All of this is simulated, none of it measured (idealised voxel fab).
process module | voxel tone inversion
cross-section cut | 175 nm wide | cells 5 nm
A cross-section is a grid of square cells, given in bands from the top down. A band is one or more rows of cells.
Each band's line starts with the height of the band's top and of its bottom, in nm. Then come its materials from left to right, each with its width in nm. One material with "throughout" fills the band from edge to edge. "air" is empty space.
Height 0 is the level under which the wafer as received is all one material. The lowest band goes on downwards, as in "0 down".
A width such as "30 to 40" changes by the same amount from each row of cells to the next, from the band's top row to its bottom row.
"no change" after a step means that no cell of the cross-section changed.
closed voids: empty space of 8 cells or more with no open way to the top, each as width x height at its distance from the left edge, in nm
after a step's settings: what the simulator itself notes on the step
overlay nm, on a step with a mask: how far to the right of its planned place the mask lay; to the left if negative
plan
1 op RECEIVE | material Si
2 op CONFORMAL_DEP | material SiN | thk nm 5
3 op DIRECTIONAL_DEP | material aC | thk nm 15
4 op PATTERN | tone cover | mask id POSTS | material resist | width nm 25 | pitch nm 55 | thk nm 20 | overlay nm 0
5 op DIRECTIONAL_ETCH | etch materials aC | depth nm 15
6 op STRIP | etch materials resist
7 op FILL_DEP | material lowk | thk nm 5
8 op CMP | height nm 20
9 op STRIP | etch materials aC
10 op CONFORMAL_DEP | material TiN | thk nm 5
11 op FILL_DEP | material Ru | thk nm 5
12 op CMP | height nm 20
13 op CONFORMAL_DEP | material SiCN | thk nm 5
as received, after step 1
  0 down: Si throughout
  closed voids: none
first wafer at the end, as planned
  25 to 20: SiCN throughout
  20 to 10: lowk 20 | TiN 5 | Ru 15 | TiN 5 | lowk 30 | TiN 5 | Ru 15 | TiN 5 | lowk 30 | TiN 5 | Ru 15 | TiN 5 | lowk 20
  10 to 5: lowk 20 | TiN 25 | lowk 30 | TiN 25 | lowk 30 | TiN 25 | lowk 20
  5 to 0: SiN throughout
  0 down: Si throughout
  closed voids: none
second wafer at the end: like start, like plan, one mistake
  25 to 20: SiCN throughout
  20 to 15: lowk throughout
  15 to 0: lowk 20 | aC 25 | lowk 30 | aC 25 | lowk 30 | aC 25 | lowk 20
  0 down: Si throughout
  closed voids: none
what went wrong: step 2 was left out
at the end the second wafer has, in cells: 18 fewer of Ru | 35 fewer of SiN | 27 fewer of TiN | 45 more of aC | 35 more of lowk
